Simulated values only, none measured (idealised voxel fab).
The following process module bears the name voxel spacer lines.
Cross-sectional view cut (width: 265 nm; square cell size: 5 nm).
How to read a cross-section here: the picture is a grid of square cells, written as bands going from the top down, and any band can span one or more rows of cells.
In this notation a band is specified by the heights of its top and bottom, in that order and in nm, after which its materials appear from left to right, each paired with its width in nm. The word "full width" attached to a single material means that material fills the band from edge to edge; the word "blank" stands for empty space.
Height datum 0, below which the as-received substrate wafer is one material. Lowest band open at the bottom, running downward: "0 -> down".
The notation "30->40" denotes a width that varies across the rows of cells in the band, beginning at the first number in the top row, finishing at the second number in the bottom row, and changing by an identical amount from each row to the next.
No cell of the cross-section changed in a step that is given as "no modifications".
"Closed voids list" lists enclosed empty spaces (at least 8 cells, no open path upward to the top), each as width x height at distance from the left edge, in nm.
Text after the settings on a step's line: the simulator's own remark on that step.
overlay nm: step with mask; distance mask lay right of planned place; negative value = left of planned place.

The steps planned for the process are as follows:
1 RECEIVE | material Si
2 CONFORMAL_DEP | material Al2O3 | thk nm 10
3 DIRECTIONAL_DEP | material SiN | thk nm 10
4 DIRECTIONAL_DEP | material aC | thk nm 30
5 PATTERN | tone cover | mask id MANDREL | material resist | width nm 25 | pitch nm 80 | thk nm 35 | overlay nm 0
6 DIRECTIONAL_ETCH | etch materials aC | depth nm 30
7 STRIP | etch materials resist
8 CONFORMAL_DEP | material SiO2 | thk nm 15
9 DIRECTIONAL_ETCH | etch materials SiO2 | depth nm 15
10 STRIP | etch materials aC
11 DIRECTIONAL_ETCH | etch materials SiN | depth nm 10
12 STRIP | etch materials SiO2
13 FILL_DEP | material lowk | thk nm 10
14 CMP | height nm 20

First of two wafers: run as planned:

Cross-section of the wafer as it came to us, i.e., already through step 1:
> 0 -> down | Si full width
> Closed voids list: none

Wafer after step 2 (cross-section):
> 10 -> 0 | Al2O3 full width
> Whatever lies below 0 is exactly as it was before.

Wafer after step 3 (cross-section):
> 20 -> 10 | SiN full width
> Whatever lies below 10 is exactly as it was before.

Wafer after step 4 (cross-section):
> 50 -> 20 | aC full width
> Whatever lies below 20 is exactly as it was before.

Wafer after step 5 (cross-section):
> 85 -> 50 | 40 blank, then 25 resist, then 55 blank, then 25 resist, then 55 blank, then 25 resist, then 40 blank
> Whatever lies below 50 is exactly as it was before.

Wafer after step 6 (cross-section):
> 55 -> 50 | 40 blank, then 25 resist, then 55 blank, then 25 resist, then 55 blank, then 25 resist, then 40 blank
> 50 -> 20 | 40 blank, then 25 aC, then 55 blank, then 25 aC, then 55 blank, then 25 aC, then 40 blank
> Whatever lies below 20 is exactly as it was before.

Wafer after step 7 (cross-section):
> 50 -> 20 | 40 blank, then 25 aC, then 55 blank, then 25 aC, then 55 blank, then 25 aC, then 40 blank
> Whatever lies below 20 is exactly as it was before.

Wafer after step 8 (cross-section):
> 65 -> 50 | 25 blank, then 55 SiO2, then 25 blank, then 55 SiO2, then 25 blank, then 55 SiO2, then 25 blank
> 50 -> 35 | 25 blank, then 15 SiO2, then 25 aC, then 15 SiO2, then 25 blank, then 15 SiO2, then 25 aC, then 15 SiO2, then 25 blank, then 15 SiO2, then 25 aC, then 15 SiO2, then 25 blank
> 35 -> 20 | 40 SiO2, then 25 aC, then 55 SiO2, then 25 aC, then 55 SiO2, then 25 aC, then 40 SiO2
> Whatever lies below 20 is exactly as it was before.

Wafer after step 9 (cross-section):
> 50 -> 20 | 25 blank, then 15 SiO2, then 25 aC, then 15 SiO2, then 25 blank, then 15 SiO2, then 25 aC, then 15 SiO2, then 25 blank, then 15 SiO2, then 25 aC, then 15 SiO2, then 25 blank
> Whatever lies below 20 is exactly as it was before.

Wafer after step 10 (cross-section):
> 50 -> 20 | 25 blank, then 15 SiO2, then 25 blank, then 15 SiO2, then 25 blank, then 15 SiO2, then 25 blank, then 15 SiO2, then 25 blank, then 15 SiO2, then 25 blank, then 15 SiO2, then 25 blank
> Whatever lies below 20 is exactly as it was before.

Wafer after step 11 (cross-section):
> 50 -> 20 | 25 blank, then 15 SiO2, then 25 blank, then 15 SiO2, then 25 blank, then 15 SiO2, then 25 blank, then 15 SiO2, then 25 blank, then 15 SiO2, then 25 blank, then 15 SiO2, then 25 blank
> 20 -> 10 | 25 blank, then 15 SiN, then 25 blank, then 15 SiN, then 25 blank, then 15 SiN, then 25 blank, then 15 SiN, then 25 blank, then 15 SiN, then 25 blank, then 15 SiN, then 25 blank
> Whatever lies below 10 is exactly as it was before.

Wafer after step 12 (cross-section):
> 20 -> 10 | 25 blank, then 15 SiN, then 25 blank, then 15 SiN, then 25 blank, then 15 SiN, then 25 blank, then 15 SiN, then 25 blank, then 15 SiN, then 25 blank, then 15 SiN, then 25 blank
> Whatever lies below 10 is exactly as it was before.

Wafer after step 13 (cross-section):
> 30 -> 20 | lowk full width
> 20 -> 10 | 25 lowk, then 15 SiN, then 25 lowk, then 15 SiN, then 25 lowk, then 15 SiN, then 25 lowk, then 15 SiN, then 25 lowk, then 15 SiN, then 25 lowk, then 15 SiN, then 25 lowk
> Whatever lies below 10 is exactly as it was before.

Wafer after step 14 (cross-section):
> 20 -> 10 | 25 lowk, then 15 SiN, then 25 lowk, then 15 SiN, then 25 lowk, then 15 SiN, then 25 lowk, then 15 SiN, then 25 lowk, then 15 SiN, then 25 lowk, then 15 SiN, then 25 lowk
> Whatever lies below 10 is exactly as it was before.

Wafer two: like wafer one in start and plan, but with one mistake in execution; identical up to and including step 1:

when step 2 should have ended: no modifications

when step 3 should have ended:
> 10 -> 0 | SiN full width
> Whatever lies below 0 is exactly as it was before.

when step 4 should have ended:
> 40 -> 10 | aC full width
> Whatever lies below 10 is exactly as it was before.

when step 5 should have ended:
> 75 -> 40 | 40 blank, then 25 resist, then 55 blank, then 25 resist, then 55 blank, then 25 resist, then 40 blank
> Whatever lies below 40 is exactly as it was before.

when step 6 should have ended:
> 45 -> 40 | 40 blank, then 25 resist, then 55 blank, then 25 resist, then 55 blank, then 25 resist, then 40 blank
> 40 -> 10 | 40 blank, then 25 aC, then 55 blank, then 25 aC, then 55 blank, then 25 aC, then 40 blank
> Whatever lies below 10 is exactly as it was before.

when step 7 should have ended:
> 40 -> 10 | 40 blank, then 25 aC, then 55 blank, then 25 aC, then 55 blank, then 25 aC, then 40 blank
> Whatever lies below 10 is exactly as it was before.

when step 8 should have ended:
> 55 -> 40 | 25 blank, then 55 SiO2, then 25 blank, then 55 SiO2, then 25 blank, then 55 SiO2, then 25 blank
> 40 -> 25 | 25 blank, then 15 SiO2, then 25 aC, then 15 SiO2, then 25 blank, then 15 SiO2, then 25 aC, then 15 SiO2, then 25 blank, then 15 SiO2, then 25 aC, then 15 SiO2, then 25 blank
> 25 -> 10 | 40 SiO2, then 25 aC, then 55 SiO2, then 25 aC, then 55 SiO2, then 25 aC, then 40 SiO2
> Whatever lies below 10 is exactly as it was before.

when step 9 should have ended:
> 40 -> 10 | 25 blank, then 15 SiO2, then 25 aC, then 15 SiO2, then 25 blank, then 15 SiO2, then 25 aC, then 15 SiO2, then 25 blank, then 15 SiO2, then 25 aC, then 15 SiO2, then 25 blank
> Whatever lies below 10 is exactly as it was before.

when step 10 should have ended:
> 40 -> 10 | 25 blank, then 15 SiO2, then 25 blank, then 15 SiO2, then 25 blank, then 15 SiO2, then 25 blank, then 15 SiO2, then 25 blank, then 15 SiO2, then 25 blank, then 15 SiO2, then 25 blank
> Whatever lies below 10 is exactly as it was before.

when step 11 should have ended:
> 40 -> 10 | 25 blank, then 15 SiO2, then 25 blank, then 15 SiO2, then 25 blank, then 15 SiO2, then 25 blank, then 15 SiO2, then 25 blank, then 15 SiO2, then 25 blank, then 15 SiO2, then 25 blank
> 10 -> 0 | 25 blank, then 15 SiN, then 25 blank, then 15 SiN, then 25 blank, then 15 SiN, then 25 blank, then 15 SiN, then 25 blank, then 15 SiN, then 25 blank, then 15 SiN, then 25 blank
> Whatever lies below 0 is exactly as it was before.

when step 12 should have ended:
> 10 -> 0 | 25 blank, then 15 SiN, then 25 blank, then 15 SiN, then 25 blank, then 15 SiN, then 25 blank, then 15 SiN, then 25 blank, then 15 SiN, then 25 blank, then 15 SiN, then 25 blank
> Whatever lies below 0 is exactly as it was before.

when step 13 should have ended:
> 20 -> 10 | lowk full width
> 10 -> 0 | 25 lowk, then 15 SiN, then 25 lowk, then 15 SiN, then 25 lowk, then 15 SiN, then 25 lowk, then 15 SiN, then 25 lowk, then 15 SiN, then 25 lowk, then 15 SiN, then 25 lowk
> Whatever lies below 0 is exactly as it was before.

when step 14 should have ended: no modifications
Deviation from plan: plan step 2 never ran because it was skipped
Cell-count delta at end, second wafer over first, by material: 106 fewer of Al2O3 | 106 more of lowk
